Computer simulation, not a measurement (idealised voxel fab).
This is a process module. Its name is voxel ribs on slabs.
Cross-section cut: width 300 nm, square cells of 5 nm.
Heads up, the way a cross-section reads in here is a grid of square cells, handed over as bands from the top down, with every band being one or more rows of cells. The band entry comprises the height of the band's top followed by the height of its bottom, expressed in nm, and subsequently the band's materials from left to right, each stated together with its width in nm. Where a single material is marked with the word "throughout", that material fills the band from edge to edge. The word "empty" represents empty space. Below 0: as-received wafer, all one material; heights counted from there. Lowest band: no bottom, goes on down, written "0 nm and below". Read "30..40" as a graded width: first number on top, second number at the bottom, same change between each pair of neighbouring rows. Where the words "changes: none" appear for a step, the cross-section shows no cell changed by that step; every cell remained as before. "Voids, enclosed" - sealed voids, min. 8 cells, no opening to top; format: width x height at distance (distance from left edge; nm throughout). On a step's line, text after the settings is the simulator commenting on that step. "overlay nm" answers the question of how far to the right of plan the mask lay on a step that has a mask, and when it is negative the answer is to the left. In what follows, pairs of cross-sections are presented, each taken before and after one process step, with the after cross-section shown only down to the lowest band that was altered; the step, together with its settings, is stated below the pair. The pairs may stem from different runs of this module on the same starting wafer; accordingly, a pair should be taken as continuing from the one above it solely where its entry headed "Before processing step" indicates as much.
Before processing step
0 nm and below = Si throughout
Voids, enclosed: none
Cut View, Post-Step
20 nm to 0 nm = SiO2 throughout
Below 0 it's all the same as before, nothing changed down there.
Voids, enclosed: none
Between the two cross-sections you see above, the step is DIRECTIONAL_DEP (material SiO2; thk nm 20)
Before processing step: This step starts from the configuration shown after the step in the pair immediately above.
Cut View, Post-Step
40 nm to 20 nm = polySi throughout
Below 20 it's all the same as before, nothing changed down there.
Voids, enclosed: none
Between the two cross-sections you see above, the step is DIRECTIONAL_DEP (material polySi; thk nm 20)
Before processing step: This step starts from the configuration shown after the step in the pair immediately above.
Cut View, Post-Step
55 nm to 40 nm = aC throughout
Below 40 it's all the same as before, nothing changed down there.
Voids, enclosed: none
Between the two cross-sections you see above, the step is DIRECTIONAL_DEP (material aC; thk nm 15)
Before processing step: This step starts from the configuration shown after the step in the pair immediately above.
Cut View, Post-Step
85 nm to 55 nm = empty 135, resist 30, empty 135
Below 55 it's all the same as before, nothing changed down there.
Voids, enclosed: none
Between the two cross-sections you see above, the step is PATTERN (tone cover; mask id RIB; material resist; width nm 30; thk nm 30; overlay nm 0)
Before processing step: This step starts from the configuration shown after the step in the pair immediately above.
Cut View, Post-Step
70 nm to 55 nm = empty 135, resist 30, empty 135
55 nm to 40 nm = empty 135, aC 30, empty 135
Below 40 it's all the same as before, nothing changed down there.
Voids, enclosed: none
Between the two cross-sections you see above, the step is DIRECTIONAL_ETCH (etch materials aC; depth nm 15)
Before processing step: This step starts from the configuration shown after the step in the pair immediately above.
Cut View, Post-Step
55 nm to 40 nm = empty 135, aC 30, empty 135
Below 40 it's all the same as before, nothing changed down there.
Voids, enclosed: none
Between the two cross-sections you see above, the step is STRIP (etch materials resist)
Before processing step: This step starts from the configuration shown after the step in the pair immediately above.
Cut View, Post-Step
55 nm to 40 nm = empty 135, aC 30, empty 135
40 nm to 30 nm = empty 135, polySi 30, empty 135
Below 30 it's all the same as before, nothing changed down there.
Voids, enclosed: none
Between the two cross-sections you see above, the step is DIRECTIONAL_ETCH (etch materials polySi; depth nm 10)
Before processing step: This step starts from the configuration shown after the step in the pair immediately above.
Cut View, Post-Step
40 nm to 30 nm = empty 135, polySi 30, empty 135
Below 30 it's all the same as before, nothing changed down there.
Voids, enclosed: none
Between the two cross-sections you see above, the step is STRIP (etch materials aC)
Before processing step: This step starts from the configuration shown after the step in the pair immediately above.
Cut View, Post-Step
60 nm to 40 nm = empty 105, resist 90, empty 105
40 nm to 30 nm = empty 105, resist 30, polySi 30, resist 30, empty 105
Below 30 it's all the same as before, nothing changed down there.
Voids, enclosed: none
Between the two cross-sections you see above, the step is PATTERN (tone cover; mask id SLAB; material resist; width nm 90; thk nm 20; overlay nm 0)
Before processing step: This step starts from the configuration shown after the step in the pair immediately above.
Cut View, Post-Step
60 nm to 40 nm = empty 105, resist 90, empty 105
40 nm to 30 nm = empty 105, resist 30, polySi 30, resist 30, empty 105
30 nm to 20 nm = empty 105, polySi 90, empty 105
Below 20 it's all the same as before, nothing changed down there.
Voids, enclosed: none
Between the two cross-sections you see above, the step is DIRECTIONAL_ETCH (etch materials polySi; depth nm 10)
Before processing step: This step starts from the configuration shown after the step in the pair immediately above.
Cut View, Post-Step
40 nm to 30 nm = empty 135, polySi 30, empty 135
Below 30 it's all the same as before, nothing changed down there.
Voids, enclosed: none
Between the two cross-sections you see above, the step is STRIP (etch materials resist)
Before processing step: This step starts from the configuration shown after the step in the pair immediately above.
Cut View, Post-Step
70 nm to 40 nm = SiO2 throughout
40 nm to 30 nm = SiO2 135, polySi 30, SiO2 135
30 nm to 20 nm = SiO2 105, polySi 90, SiO2 105
Below 20 it's all the same as before, nothing changed down there.
Voids, enclosed: none
Between the two cross-sections you see above, the step is FILL_DEP (material SiO2; thk nm 30)
Before processing step: This step starts from the configuration shown after the step in the pair immediately above.
Cut View, Post-Step
60 nm to 40 nm = SiO2 throughout
Below 40 it's all the same as before, nothing changed down there.
Voids, enclosed: none
Between the two cross-sections you see above, the step is CMP (height nm 60)
Before processing step: This step starts from the configuration shown after the step in the pair immediately above.
Cut View, Post-Step
65 nm to 60 nm = TiN throughout
Below 60 it's all the same as before, nothing changed down there.
Voids, enclosed: none
Between the two cross-sections you see above, the step is DIRECTIONAL_DEP (material TiN; thk nm 5)
Before processing step: This step starts from the configuration shown after the step in the pair immediately above.
Cut View, Post-Step
80 nm to 65 nm = aC throughout
Below 65 it's all the same as before, nothing changed down there.
Voids, enclosed: none
Between the two cross-sections you see above, the step is DIRECTIONAL_DEP (material aC; thk nm 15)
Before processing step: This step starts from the configuration shown after the step in the pair immediately above.
Cut View, Post-Step
110 nm to 80 nm = empty 130, resist 40, empty 130
Below 80 it's all the same as before, nothing changed down there.
Voids, enclosed: none
Between the two cross-sections you see above, the step is PATTERN (tone cover; mask id HEATER; material resist; width nm 40; thk nm 30; overlay nm 0)
Before processing step: This step starts from the configuration shown after the step in the pair immediately above.
Cut View, Post-Step
95 nm to 80 nm = empty 130, resist 40, empty 130
80 nm to 65 nm = empty 130, aC 40, empty 130
Below 65 it's all the same as before, nothing changed down there.
Voids, enclosed: none
Between the two cross-sections you see above, the step is DIRECTIONAL_ETCH (etch materials aC; depth nm 15)
Before processing step: This step starts from the configuration shown after the step in the pair immediately above.
Cut View, Post-Step
80 nm to 65 nm = empty 130, aC 40, empty 130
Below 65 it's all the same as before, nothing changed down there.
Voids, enclosed: none
Between the two cross-sections you see above, the step is STRIP (etch materials resist)
Before processing step: This step starts from the configuration shown after the step in the pair immediately above.
Cut View, Post-Step
80 nm to 65 nm = empty 130, aC 40, empty 130
65 nm to 60 nm = empty 130, TiN 40, empty 130
Below 60 it's all the same as before, nothing changed down there.
Voids, enclosed: none
Between the two cross-sections you see above, the step is DIRECTIONAL_ETCH (etch materials TiN; depth nm 5)
Before processing step: This step starts from the configuration shown after the step in the pair immediately above.
Cut View, Post-Step
65 nm to 60 nm = empty 130, TiN 40, empty 130
Below 60 it's all the same as before, nothing changed down there.
Voids, enclosed: none
Between the two cross-sections you see above, the step is STRIP (etch materials aC)
Before processing step: This step starts from the configuration shown after the step in the pair immediately above.
Cut View, Post-Step
70 nm to 65 nm = empty 125, SiO2 50, empty 125
65 nm to 60 nm = SiO2 130, TiN 40, SiO2 130
Below 60 it's all the same as before, nothing changed down there.
Voids, enclosed: none
Between the two cross-sections you see above, the step is CONFORMAL_DEP (material SiO2; thk nm 5)
Before processing step
20 nm to 0 nm = SiO2 throughout
0 nm and below = Si throughout
Voids, enclosed: none
Cut View, Post-Step
40 nm to 0 nm = SiO2 throughout
Below 0 it's all the same as before, nothing changed down there.
Voids, enclosed: none
Between the two cross-sections you see above, the step is DIRECTIONAL_DEP (material SiO2; thk nm 20)
Before processing step: This step starts from the configuration shown after the step in the pair immediately above.
Cut View, Post-Step
60 nm to 40 nm = polySi throughout
Below 40 it's all the same as before, nothing changed down there.
Voids, enclosed: none
Between the two cross-sections you see above, the step is DIRECTIONAL_DEP (material polySi; thk nm 20)
Before processing step: This step starts from the configuration shown after the step in the pair immediately above.
Cut View, Post-Step
75 nm to 60 nm = aC throughout
Below 60 it's all the same as before, nothing changed down there.
Voids, enclosed: none
Between the two cross-sections you see above, the step is DIRECTIONAL_DEP (material aC; thk nm 15)
Before processing step: This step starts from the configuration shown after the step in the pair immediately above.
Cut View, Post-Step
105 nm to 75 nm = empty 135, resist 30, empty 135
Below 75 it's all the same as before, nothing changed down there.
Voids, enclosed: none
Between the two cross-sections you see above, the step is PATTERN (tone cover; mask id RIB; material resist; width nm 30; thk nm 30; overlay nm 0)
Before processing step: This step starts from the configuration shown after the step in the pair immediately above.
Cut View, Post-Step
90 nm to 75 nm = empty 135, resist 30, empty 135
75 nm to 60 nm = empty 135, aC 30, empty 135
Below 60 it's all the same as before, nothing changed down there.
Voids, enclosed: none
Between the two cross-sections you see above, the step is DIRECTIONAL_ETCH (etch materials aC; depth nm 15)
Before processing step: This step starts from the configuration shown after the step in the pair immediately above.
Cut View, Post-Step
75 nm to 60 nm = empty 135, aC 30, empty 135
Below 60 it's all the same as before, nothing changed down there.
Voids, enclosed: none
Between the two cross-sections you see above, the step is STRIP (etch materials resist)
Before processing step: This step starts from the configuration shown after the step in the pair immediately above.
Cut View, Post-Step
75 nm to 60 nm = empty 135, aC 30, empty 135
60 nm to 50 nm = empty 135, polySi 30, empty 135
Below 50 it's all the same as before, nothing changed down there.
Voids, enclosed: none
Between the two cross-sections you see above, the step is DIRECTIONAL_ETCH (etch materials polySi; depth nm 10)
Before processing step: This step starts from the configuration shown after the step in the pair immediately above.
Cut View, Post-Step
60 nm to 50 nm = empty 135, polySi 30, empty 135
Below 50 it's all the same as before, nothing changed down there.
Voids, enclosed: none
Between the two cross-sections you see above, the step is STRIP (etch materials aC)
Before processing step: This step starts from the configuration shown after the step in the pair immediately above.
Cut View, Post-Step
80 nm to 60 nm = empty 105, resist 90, empty 105
60 nm to 50 nm = empty 105, resist 30, polySi 30, resist 30, empty 105
Below 50 it's all the same as before, nothing changed down there.
Voids, enclosed: none
Between the two cross-sections you see above, the step is PATTERN (tone cover; mask id SLAB; material resist; width nm 90; thk nm 20; overlay nm 0)
Before processing step: This step starts from the configuration shown after the step in the pair immediately above.
Cut View, Post-Step
80 nm to 60 nm = empty 105, resist 90, empty 105
60 nm to 50 nm = empty 105, resist 30, polySi 30, resist 30, empty 105
50 nm to 40 nm = empty 105, polySi 90, empty 105
Below 40 it's all the same as before, nothing changed down there.
Voids, enclosed: none
Between the two cross-sections you see above, the step is DIRECTIONAL_ETCH (etch materials polySi; depth nm 10)
Before processing step: This step starts from the configuration shown after the step in the pair immediately above.
Cut View, Post-Step
60 nm to 50 nm = empty 135, polySi 30, empty 135
Below 50 it's all the same as before, nothing changed down there.
Voids, enclosed: none
Between the two cross-sections you see above, the step is STRIP (etch materials resist)
Before processing step: This step starts from the configuration shown after the step in the pair immediately above.
Cut View, Post-Step
90 nm to 60 nm = SiO2 throughout
60 nm to 50 nm = SiO2 135, polySi 30, SiO2 135
50 nm to 40 nm = SiO2 105, polySi 90, SiO2 105
Below 40 it's all the same as before, nothing changed down there.
Voids, enclosed: none
Between the two cross-sections you see above, the step is FILL_DEP (material SiO2; thk nm 30)
Before processing step: This step starts from the configuration shown after the step in the pair immediately above.
Cut View, Post-Step
60 nm to 50 nm = SiO2 135, polySi 30, SiO2 135
Below 50 it's all the same as before, nothing changed down there.
Voids, enclosed: none
Between the two cross-sections you see above, the step is CMP (height nm 60)
Before processing step: This step starts from the configuration shown after the step in the pair immediately above.
Cut View, Post-Step
65 nm to 60 nm = TiN throughout
Below 60 it's all the same as before, nothing changed down there.
Voids, enclosed: none
Between the two cross-sections you see above, the step is DIRECTIONAL_DEP (material TiN; thk nm 5)
Before processing step: This step starts from the configuration shown after the step in the pair immediately above.
Cut View, Post-Step
80 nm to 65 nm = aC throughout
Below 65 it's all the same as before, nothing changed down there.
Voids, enclosed: none
Between the two cross-sections you see above, the step is DIRECTIONAL_DEP (material aC; thk nm 15)
Before processing step: This step starts from the configuration shown after the step in the pair immediately above.
Cut View, Post-Step
110 nm to 80 nm = empty 130, resist 40, empty 130
Below 80 it's all the same as before, nothing changed down there.
Voids, enclosed: none
Between the two cross-sections you see above, the step is PATTERN (tone cover; mask id HEATER; material resist; width nm 40; thk nm 30; overlay nm 0)
Before processing step: This step starts from the configuration shown after the step in the pair immediately above.
Cut View, Post-Step
95 nm to 80 nm = empty 130, resist 40, empty 130
80 nm to 65 nm = empty 130, aC 40, empty 130
Below 65 it's all the same as before, nothing changed down there.
Voids, enclosed: none
Between the two cross-sections you see above, the step is DIRECTIONAL_ETCH (etch materials aC; depth nm 15)
Before processing step: This step starts from the configuration shown after the step in the pair immediately above.
Cut View, Post-Step
80 nm to 65 nm = empty 130, aC 40, empty 130
Below 65 it's all the same as before, nothing changed down there.
Voids, enclosed: none
Between the two cross-sections you see above, the step is STRIP (etch materials resist)
Before processing step: This step starts from the configuration shown after the step in the pair immediately above.
Cut View, Post-Step
80 nm to 65 nm = empty 130, aC 40, empty 130
65 nm to 60 nm = empty 130, TiN 40, empty 130
Below 60 it's all the same as before, nothing changed down there.
Voids, enclosed: none
Between the two cross-sections you see above, the step is DIRECTIONAL_ETCH (etch materials TiN; depth nm 5)
Before processing step: This step starts from the configuration shown after the step in the pair immediately above.
Cut View, Post-Step
65 nm to 60 nm = empty 130, TiN 40, empty 130
Below 60 it's all the same as before, nothing changed down there.
Voids, enclosed: none
Between the two cross-sections you see above, the step is STRIP (etch materials aC)
Before processing step: This step starts from the configuration shown after the step in the pair immediately above.
Cut View, Post-Step
70 nm to 65 nm = empty 125, SiO2 50, empty 125
65 nm to 60 nm = SiO2 130, TiN 40, SiO2 130
Below 60 it's all the same as before, nothing changed down there.
Voids, enclosed: none
Between the two cross-sections you see above, the step is CONFORMAL_DEP (material SiO2; thk nm 5)
Before processing step
20 nm to 0 nm = SiO2 throughout
0 nm and below = Si throughout
Voids, enclosed: none
Cut View, Post-Step
35 nm to 20 nm = aC throughout
Below 20 it's all the same as before, nothing changed down there.
Voids, enclosed: none
Between the two cross-sections you see above, the step is DIRECTIONAL_DEP (material aC; thk nm 15)
Before processing step: This step starts from the configuration shown after the step in the pair immediately above.
Cut View, Post-Step
55 nm to 35 nm = polySi throughout
Below 35 it's all the same as before, nothing changed down there.
Voids, enclosed: none
Between the two cross-sections you see above, the step is DIRECTIONAL_DEP (material polySi; thk nm 20)
Before processing step: This step starts from the configuration shown after the step in the pair immediately above.
Cut View, Post-Step
85 nm to 55 nm = empty 135, resist 30, empty 135
Below 55 it's all the same as before, nothing changed down there.
Voids, enclosed: none
Between the two cross-sections you see above, the step is PATTERN (tone cover; mask id RIB; material resist; width nm 30; thk nm 30; overlay nm 0)
Before processing step: This step starts from the configuration shown after the step in the pair immediately above.
Cut View, Post-Step
70 nm to 55 nm = empty 135, resist 30, empty 135
Below 55 it's all the same as before, nothing changed down there.
Voids, enclosed: none
Between the two cross-sections you see above, the step is DIRECTIONAL_ETCH (etch materials aC; depth nm 15)
Before processing step: This step starts from the configuration shown after the step in the pair immediately above.
Cut View, Post-Step
55 nm to 35 nm = polySi throughout
Below 35 it's all the same as before, nothing changed down there.
Voids, enclosed: none
Between the two cross-sections you see above, the step is STRIP (etch materials resist)
Before processing step: This step starts from the configuration shown after the step in the pair immediately above.
Cut View, Post-Step
45 nm to 35 nm = polySi throughout
Below 35 it's all the same as before, nothing changed down there.
Voids, enclosed: none
Between the two cross-sections you see above, the step is DIRECTIONAL_ETCH (etch materials polySi; depth nm 10)
Before processing step: This step starts from the configuration shown after the step in the pair immediately above.
Cut View, Post-Step
65 nm to 45 nm = empty 105, resist 90, empty 105
Below 45 it's all the same as before, nothing changed down there.
Voids, enclosed: none
Between the two cross-sections you see above, the step is PATTERN (tone cover; mask id SLAB; material resist; width nm 90; thk nm 20; overlay nm 0)
Before processing step: This step starts from the configuration shown after the step in the pair immediately above.
Cut View, Post-Step
65 nm to 45 nm = empty 105, resist 90, empty 105
45 nm to 35 nm = empty 105, polySi 90, empty 105
Below 35 it's all the same as before, nothing changed down there.
Voids, enclosed: none
Between the two cross-sections you see above, the step is DIRECTIONAL_ETCH (etch materials polySi; depth nm 10)
Before processing step: This step starts from the configuration shown after the step in the pair immediately above.
Cut View, Post-Step
45 nm to 35 nm = empty 105, polySi 90, empty 105
Below 35 it's all the same as before, nothing changed down there.
Voids, enclosed: none
Between the two cross-sections you see above, the step is STRIP (etch materials resist)
Before processing step: This step starts from the configuration shown after the step in the pair immediately above.
Cut View, Post-Step
75 nm to 45 nm = SiO2 throughout
45 nm to 35 nm = SiO2 105, polySi 90, SiO2 105
Below 35 it's all the same as before, nothing changed down there.
Voids, enclosed: none
Between the two cross-sections you see above, the step is FILL_DEP (material SiO2; thk nm 30)
Before processing step: This step starts from the configuration shown after the step in the pair immediately above.
Cut View, Post-Step
60 nm to 45 nm = SiO2 throughout
Below 45 it's all the same as before, nothing changed down there.
Voids, enclosed: none
Between the two cross-sections you see above, the step is CMP (height nm 60)
Before processing step: This step starts from the configuration shown after the step in the pair immediately above.
Cut View, Post-Step
65 nm to 60 nm = TiN throughout
Below 60 it's all the same as before, nothing changed down there.
Voids, enclosed: none
Between the two cross-sections you see above, the step is DIRECTIONAL_DEP (material TiN; thk nm 5)
Before processing step: This step starts from the configuration shown after the step in the pair immediately above.
Cut View, Post-Step
80 nm to 65 nm = aC throughout
Below 65 it's all the same as before, nothing changed down there.
Voids, enclosed: none
Between the two cross-sections you see above, the step is DIRECTIONAL_DEP (material aC; thk nm 15)
Before processing step: This step starts from the configuration shown after the step in the pair immediately above.
Cut View, Post-Step
110 nm to 80 nm = empty 130, resist 40, empty 130
Below 80 it's all the same as before, nothing changed down there.
Voids, enclosed: none
Between the two cross-sections you see above, the step is PATTERN (tone cover; mask id HEATER; material resist; width nm 40; thk nm 30; overlay nm 0)
Before processing step: This step starts from the configuration shown after the step in the pair immediately above.
Cut View, Post-Step
95 nm to 80 nm = empty 130, resist 40, empty 130
80 nm to 65 nm = empty 130, aC 40, empty 130
Below 65 it's all the same as before, nothing changed down there.
Voids, enclosed: none
Between the two cross-sections you see above, the step is DIRECTIONAL_ETCH (etch materials aC; depth nm 15)
Before processing step: This step starts from the configuration shown after the step in the pair immediately above.
Cut View, Post-Step
80 nm to 65 nm = empty 130, aC 40, empty 130
Below 65 it's all the same as before, nothing changed down there.
Voids, enclosed: none
Between the two cross-sections you see above, the step is STRIP (etch materials resist)
Before processing step: This step starts from the configuration shown after the step in the pair immediately above.
Cut View, Post-Step
80 nm to 65 nm = empty 130, aC 40, empty 130
65 nm to 60 nm = empty 130, TiN 40, empty 130
Below 60 it's all the same as before, nothing changed down there.
Voids, enclosed: none
Between the two cross-sections you see above, the step is DIRECTIONAL_ETCH (etch materials TiN; depth nm 5)
Before processing step: This step starts from the configuration shown after the step in the pair immediately above.
Cut View, Post-Step
65 nm to 60 nm = empty 130, TiN 40, empty 130
Below 60 it's all the same as before, nothing changed down there.
Voids, enclosed: none
Between the two cross-sections you see above, the step is STRIP (etch materials aC)
Before processing step: This step starts from the configuration shown after the step in the pair immediately above.
Cut View, Post-Step
70 nm to 65 nm = empty 125, SiO2 50, empty 125
65 nm to 60 nm = SiO2 130, TiN 40, SiO2 130
Below 60 it's all the same as before, nothing changed down there.
Voids, enclosed: none
Between the two cross-sections you see above, the step is CONFORMAL_DEP (material SiO2; thk nm 5)
Before processing step
0 nm and below = Si throughout
Voids, enclosed: none
Cut View, Post-Step
15 nm to 0 nm = SiO2 throughout
Below 0 it's all the same as before, nothing changed down there.
Voids, enclosed: none
Between the two cross-sections you see above, the step is DIRECTIONAL_DEP (material SiO2; thk nm 15)
Before processing step: This step starts from the configuration shown after the step in the pair immediately above.
Cut View, Post-Step
35 nm to 15 nm = polySi throughout
Below 15 it's all the same as before, nothing changed down there.
Voids, enclosed: none
Between the two cross-sections you see above, the step is DIRECTIONAL_DEP (material polySi; thk nm 20)
Before processing step: This step starts from the configuration shown after the step in the pair immediately above.
Cut View, Post-Step
50 nm to 35 nm = aC throughout
Below 35 it's all the same as before, nothing changed down there.
Voids, enclosed: none
Between the two cross-sections you see above, the step is DIRECTIONAL_DEP (material aC; thk nm 15)
Before processing step: This step starts from the configuration shown after the step in the pair immediately above.
Cut View, Post-Step
80 nm to 50 nm = empty 135, resist 30, empty 135
Below 50 it's all the same as before, nothing changed down there.
Voids, enclosed: none
Between the two cross-sections you see above, the step is PATTERN (tone cover; mask id RIB; material resist; width nm 30; thk nm 30; overlay nm 0)
Before processing step: This step starts from the configuration shown after the step in the pair immediately above.
Cut View, Post-Step
65 nm to 50 nm = empty 135, resist 30, empty 135
50 nm to 35 nm = empty 135, aC 30, empty 135
Below 35 it's all the same as before, nothing changed down there.
Voids, enclosed: none
Between the two cross-sections you see above, the step is DIRECTIONAL_ETCH (etch materials aC; depth nm 15)
Before processing step: This step starts from the configuration shown after the step in the pair immediately above.
Cut View, Post-Step
50 nm to 35 nm = empty 135, aC 30, empty 135
Below 35 it's all the same as before, nothing changed down there.
Voids, enclosed: none
Between the two cross-sections you see above, the step is STRIP (etch materials resist)
Before processing step: This step starts from the configuration shown after the step in the pair immediately above.
Cut View, Post-Step
50 nm to 35 nm = empty 135, aC 30, empty 135
35 nm to 25 nm = empty 135, polySi 30, empty 135
Below 25 it's all the same as before, nothing changed down there.
Voids, enclosed: none
Between the two cross-sections you see above, the step is DIRECTIONAL_ETCH (etch materials polySi; depth nm 10)
Before processing step: This step starts from the configuration shown after the step in the pair immediately above.
Cut View, Post-Step
35 nm to 25 nm = empty 135, polySi 30, empty 135
Below 25 it's all the same as before, nothing changed down there.
Voids, enclosed: none
Between the two cross-sections you see above, the step is STRIP (etch materials aC)
Before processing step: This step starts from the configuration shown after the step in the pair immediately above.
Cut View, Post-Step
55 nm to 35 nm = empty 105, resist 90, empty 105
35 nm to 25 nm = empty 105, resist 30, polySi 30, resist 30, empty 105
Below 25 it's all the same as before, nothing changed down there.
Voids, enclosed: none
Between the two cross-sections you see above, the step is PATTERN (tone cover; mask id SLAB; material resist; width nm 90; thk nm 20; overlay nm 0)
Before processing step: This step starts from the configuration shown after the step in the pair immediately above.
Cut View, Post-Step
55 nm to 35 nm = empty 105, resist 90, empty 105
35 nm to 25 nm = empty 105, resist 30, polySi 30, resist 30, empty 105
25 nm to 15 nm = empty 105, polySi 90, empty 105
Below 15 it's all the same as before, nothing changed down there.
Voids, enclosed: none
Between the two cross-sections you see above, the step is DIRECTIONAL_ETCH (etch materials polySi; depth nm 10)
Before processing step: This step starts from the configuration shown after the step in the pair immediately above.
Cut View, Post-Step
35 nm to 25 nm = empty 135, polySi 30, empty 135
Below 25 it's all the same as before, nothing changed down there.
Voids, enclosed: none
Between the two cross-sections you see above, the step is STRIP (etch materials resist)
Before processing step: This step starts from the configuration shown after the step in the pair immediately above.
Cut View, Post-Step
65 nm to 35 nm = SiO2 throughout
35 nm to 25 nm = SiO2 135, polySi 30, SiO2 135
25 nm to 15 nm = SiO2 105, polySi 90, SiO2 105
Below 15 it's all the same as before, nothing changed down there.
Voids, enclosed: none
Between the two cross-sections you see above, the step is FILL_DEP (material SiO2; thk nm 30)
Before processing step: This step starts from the configuration shown after the step in the pair immediately above.
Cut View, Post-Step
60 nm to 35 nm = SiO2 throughout
Below 35 it's all the same as before, nothing changed down there.
Voids, enclosed: none
Between the two cross-sections you see above, the step is CMP (height nm 60)
Before processing step: This step starts from the configuration shown after the step in the pair immediately above.
Cut View, Post-Step
65 nm to 60 nm = TiN throughout
Below 60 it's all the same as before, nothing changed down there.
Voids, enclosed: none
Between the two cross-sections you see above, the step is DIRECTIONAL_DEP (material TiN; thk nm 5)
Before processing step: This step starts from the configuration shown after the step in the pair immediately above.
Cut View, Post-Step
80 nm to 65 nm = aC throughout
Below 65 it's all the same as before, nothing changed down there.
Voids, enclosed: none
Between the two cross-sections you see above, the step is DIRECTIONAL_DEP (material aC; thk nm 15)
Before processing step: This step starts from the configuration shown after the step in the pair immediately above.
Cut View, Post-Step
110 nm to 80 nm = empty 130, resist 40, empty 130
Below 80 it's all the same as before, nothing changed down there.
Voids, enclosed: none
Between the two cross-sections you see above, the step is PATTERN (tone cover; mask id HEATER; material resist; width nm 40; thk nm 30; overlay nm 0)
Before processing step: This step starts from the configuration shown after the step in the pair immediately above.
Cut View, Post-Step
95 nm to 80 nm = empty 130, resist 40, empty 130
80 nm to 65 nm = empty 130, aC 40, empty 130
Below 65 it's all the same as before, nothing changed down there.
Voids, enclosed: none
Between the two cross-sections you see above, the step is DIRECTIONAL_ETCH (etch materials aC; depth nm 15)
Before processing step: This step starts from the configuration shown after the step in the pair immediately above.
Cut View, Post-Step
80 nm to 65 nm = empty 130, aC 40, empty 130
Below 65 it's all the same as before, nothing changed down there.
Voids, enclosed: none
Between the two cross-sections you see above, the step is STRIP (etch materials resist)
Before processing step: This step starts from the configuration shown after the step in the pair immediately above.
Cut View, Post-Step
80 nm to 65 nm = empty 130, aC 40, empty 130
65 nm to 60 nm = empty 130, TiN 40, empty 130
Below 60 it's all the same as before, nothing changed down there.
Voids, enclosed: none
Between the two cross-sections you see above, the step is DIRECTIONAL_ETCH (etch materials TiN; depth nm 5)
Before processing step: This step starts from the configuration shown after the step in the pair immediately above.
Cut View, Post-Step
65 nm to 60 nm = empty 130, TiN 40, empty 130
Below 60 it's all the same as before, nothing changed down there.
Voids, enclosed: none
Between the two cross-sections you see above, the step is STRIP (etch materials aC)
Before processing step: This step starts from the configuration shown after the step in the pair immediately above.
Cut View, Post-Step
70 nm to 65 nm = empty 125, SiO2 50, empty 125
65 nm to 60 nm = SiO2 130, TiN 40, SiO2 130
Below 60 it's all the same as before, nothing changed down there.
Voids, enclosed: none
Between the two cross-sections you see above, the step is CONFORMAL_DEP (material SiO2; thk nm 5)
Before processing step
80 nm to 65 nm = aC throughout
65 nm to 60 nm = TiN throughout
60 nm to 40 nm = SiO2 throughout
40 nm to 30 nm = SiO2 135, polySi 30, SiO2 135
30 nm to 20 nm = SiO2 105, polySi 90, SiO2 105
20 nm to 0 nm = SiO2 throughout
0 nm and below = Si throughout
Voids, enclosed: none
Cut View, Post-Step
110 nm to 80 nm = empty 130, resist 45, empty 125
Below 80 it's all the same as before, nothing changed down there.
Voids, enclosed: none
Between the two cross-sections you see above, the step is PATTERN (tone cover; mask id HEATER; material resist; width nm 45; thk nm 30; overlay nm 0)
Before processing step: This step starts from the configuration shown after the step in the pair immediately above.
Cut View, Post-Step
95 nm to 80 nm = empty 130, resist 45, empty 125
80 nm to 65 nm = empty 130, aC 45, empty 125
Below 65 it's all the same as before, nothing changed down there.
Voids, enclosed: none
Between the two cross-sections you see above, the step is DIRECTIONAL_ETCH (etch materials aC; depth nm 15)
Before processing step: This step starts from the configuration shown after the step in the pair immediately above.
Cut View, Post-Step
80 nm to 65 nm = empty 130, aC 45, empty 125
Below 65 it's all the same as before, nothing changed down there.
Voids, enclosed: none
Between the two cross-sections you see above, the step is STRIP (etch materials resist)
Before processing step: This step starts from the configuration shown after the step in the pair immediately above.
Cut View, Post-Step
80 nm to 65 nm = empty 130, aC 45, empty 125
65 nm to 60 nm = empty 130, TiN 45, empty 125
Below 60 it's all the same as before, nothing changed down there.
Voids, enclosed: none
Between the two cross-sections you see above, the step is DIRECTIONAL_ETCH (etch materials TiN; depth nm 5)
Before processing step: This step starts from the configuration shown after the step in the pair immediately above.
Cut View, Post-Step
65 nm to 60 nm = empty 130, TiN 45, empty 125
Below 60 it's all the same as before, nothing changed down there.
Voids, enclosed: none
Between the two cross-sections you see above, the step is STRIP (etch materials aC)
Before processing step: This step starts from the configuration shown after the step in the pair immediately above.
Cut View, Post-Step
70 nm to 65 nm = empty 125, SiO2 55, empty 120
65 nm to 60 nm = SiO2 130, TiN 45, SiO2 125
Below 60 it's all the same as before, nothing changed down there.
Voids, enclosed: none
Between the two cross-sections you see above, the step is CONFORMAL_DEP (material SiO2; thk nm 5)
Before processing step
80 nm to 65 nm = aC throughout
65 nm to 60 nm = TiN throughout
60 nm to 40 nm = SiO2 throughout
40 nm to 30 nm = SiO2 135, polySi 30, SiO2 135
30 nm to 20 nm = SiO2 105, polySi 90, SiO2 105
20 nm to 0 nm = SiO2 throughout
0 nm and below = Si throughout
Voids, enclosed: none
Cut View, Post-Step
110 nm to 80 nm = empty 120, resist 40, empty 140
Below 80 it's all the same as before, nothing changed down there.
Voids, enclosed: none
Between the two cross-sections you see above, the step is PATTERN (tone cover; mask id HEATER; material resist; width nm 40; thk nm 30; overlay nm -10)
Before processing step: This step starts from the configuration shown after the step in the pair immediately above.
Cut View, Post-Step
95 nm to 80 nm = empty 120, resist 40, empty 140
80 nm to 65 nm = empty 120, aC 40, empty 140
Below 65 it's all the same as before, nothing changed down there.
Voids, enclosed: none
Between the two cross-sections you see above, the step is DIRECTIONAL_ETCH (etch materials aC; depth nm 15)
Before processing step: This step starts from the configuration shown after the step in the pair immediately above.
Cut View, Post-Step
80 nm to 65 nm = empty 120, aC 40, empty 140
Below 65 it's all the same as before, nothing changed down there.
Voids, enclosed: none
Between the two cross-sections you see above, the step is STRIP (etch materials resist)
Before processing step: This step starts from the configuration shown after the step in the pair immediately above.
Cut View, Post-Step
80 nm to 65 nm = empty 120, aC 40, empty 140
65 nm to 60 nm = empty 120, TiN 40, empty 140
Below 60 it's all the same as before, nothing changed down there.
Voids, enclosed: none
Between the two cross-sections you see above, the step is DIRECTIONAL_ETCH (etch materials TiN; depth nm 5)
Before processing step: This step starts from the configuration shown after the step in the pair immediately above.
Cut View, Post-Step
65 nm to 60 nm = empty 120, TiN 40, empty 140
Below 60 it's all the same as before, nothing changed down there.
Voids, enclosed: none
Between the two cross-sections you see above, the step is STRIP (etch materials aC)
Before processing step: This step starts from the configuration shown after the step in the pair immediately above.
Cut View, Post-Step
70 nm to 65 nm = empty 115, SiO2 50, empty 135
65 nm to 60 nm = SiO2 120, TiN 40, SiO2 140
Below 60 it's all the same as before, nothing changed down there.
Voids, enclosed: none
Between the two cross-sections you see above, the step is CONFORMAL_DEP (material SiO2; thk nm 5)
